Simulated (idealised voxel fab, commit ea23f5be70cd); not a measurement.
process module | voxel capacitor over wiring
cross-section cut | 255 nm wide | cells 5 nm
A cross-section is a grid of square cells, given in bands from the top down. A band is one or more rows of cells.
Each band's line starts with the height of the band's top and of its bottom, in nm. Then come its materials from left to right, each with its width in nm. One material with "throughout" fills the band from edge to edge. "air" is empty space.
Height 0 is the level under which the wafer as received is all one material. The lowest band goes on downwards, as in "0 down".
A width such as "30 to 40" changes by the same amount from each row of cells to the next, from the band's top row to its bottom row.
"no change" after a step means that no cell of the cross-section changed.
closed voids: empty space of 8 cells or more with no open way to the top, each as width x height at its distance from the left edge, in nm
after a step's settings: what the simulator itself notes on the step
overlay nm, on a step with a mask: how far to the right of its planned place the mask lay; to the left if negative
plan
1 op RECEIVE | material Si
2 op CONFORMAL_DEP | material SiO2 | thk nm 10
3 op CONFORMAL_DEP | material SiCN | thk nm 5
4 op DIRECTIONAL_DEP | material lowk | thk nm 20
5 op DIRECTIONAL_DEP | material aC | thk nm 10
6 op PATTERN | tone open | mask id METAL_1 | material resist | width nm 30 | pitch nm 80 | thk nm 25 | overlay nm 0
7 op DIRECTIONAL_ETCH | etch materials aC | depth nm 10
8 op STRIP | etch materials resist
9 op DIRECTIONAL_ETCH | etch materials lowk | depth nm 20
10 op DIRECTIONAL_ETCH | etch materials SiCN | depth nm 5
11 op STRIP | etch materials aC
12 op CONFORMAL_DEP | material TiN | thk nm 5
13 op FILL_DEP | material Cu | thk nm 5
14 op CMP | height nm 35
15 op CONFORMAL_DEP | material SiCN | thk nm 5
16 op DIRECTIONAL_DEP | material lowk | thk nm 10
17 op MASKED_ETCH | tone open | mask id PLUG_1 | width nm 15 | etch materials lowk | depth nm 10 | overlay nm 0
18 op MASKED_ETCH | tone open | mask id PLUG_1 | width nm 15 | etch materials SiCN | depth nm 5 | overlay nm 0
19 op EPI | material Ru | thk nm 10
20 op EPI | material Ru | thk nm 5
21 op DIRECTIONAL_DEP | material TiN | thk nm 10
22 op DIRECTIONAL_DEP | material Al2O3 | thk nm 5
23 op DIRECTIONAL_DEP | material TiN | thk nm 10
24 op PATTERN | tone cover | mask id UPPER_PLATE | material resist | width nm 55 | thk nm 20 | overlay nm 0
25 op DIRECTIONAL_ETCH | etch materials TiN | depth nm 10
26 op DIRECTIONAL_ETCH | etch materials Al2O3 | depth nm 5
27 op STRIP | etch materials resist
28 op MASKED_ETCH | tone cover | mask id LOWER_PLATE | width nm 65 | etch materials TiN | depth nm 10 | overlay nm 0
29 op FILL_DEP | material SiO2 | thk nm 15
30 op CMP | height nm 85
31 op MASKED_ETCH | tone open | mask id PLUG_2 | width nm 15 | etch materials SiO2 | depth nm 10 | overlay nm 0
32 op CONFORMAL_DEP | material TiN | thk nm 5
33 op FILL_DEP | material Ru | thk nm 5
34 op CMP | height nm 85
35 op CONFORMAL_DEP | material SiN | thk nm 5
as received, after step 1
  0 down: Si throughout
  closed voids: none
a wafer at the end: this start, this plan, one mistake
  90 to 85: SiN throughout
  85 to 80: SiO2 95 | TiN 5 | Ru 5 | TiN 5 | SiO2 145
  80 to 75: SiO2 95 | TiN 15 | SiO2 145
  75 to 65: SiO2 85 | TiN 15 | SiO2 155
  65 to 60: SiO2 85 | Al2O3 15 | TiN 40 | SiO2 115
  60 to 55: SiO2 85 | TiN 55 | SiO2 115
  55 to 50: SiO2 85 | TiN 15 | Al2O3 40 | SiO2 115
  50 to 40: SiO2 80 | TiN 5 | lowk 15 | TiN 45 | SiO2 110
  40 to 35: SiCN throughout
  35 to 15: lowk 70 | TiN 5 | Cu 20 | TiN 5 | lowk 50 | TiN 5 | Cu 20 | TiN 5 | lowk 75
  15 to 10: SiCN 70 | TiN 30 | SiCN 50 | TiN 30 | SiCN 75
  10 to 0: SiO2 throughout
  0 down: Si throughout
  closed voids: none
what went wrong: step 17 ran as: op MASKED_ETCH | tone cover | mask id PLUG_1 | width nm 15 | etch materials lowk | depth nm 10 | overlay nm 0
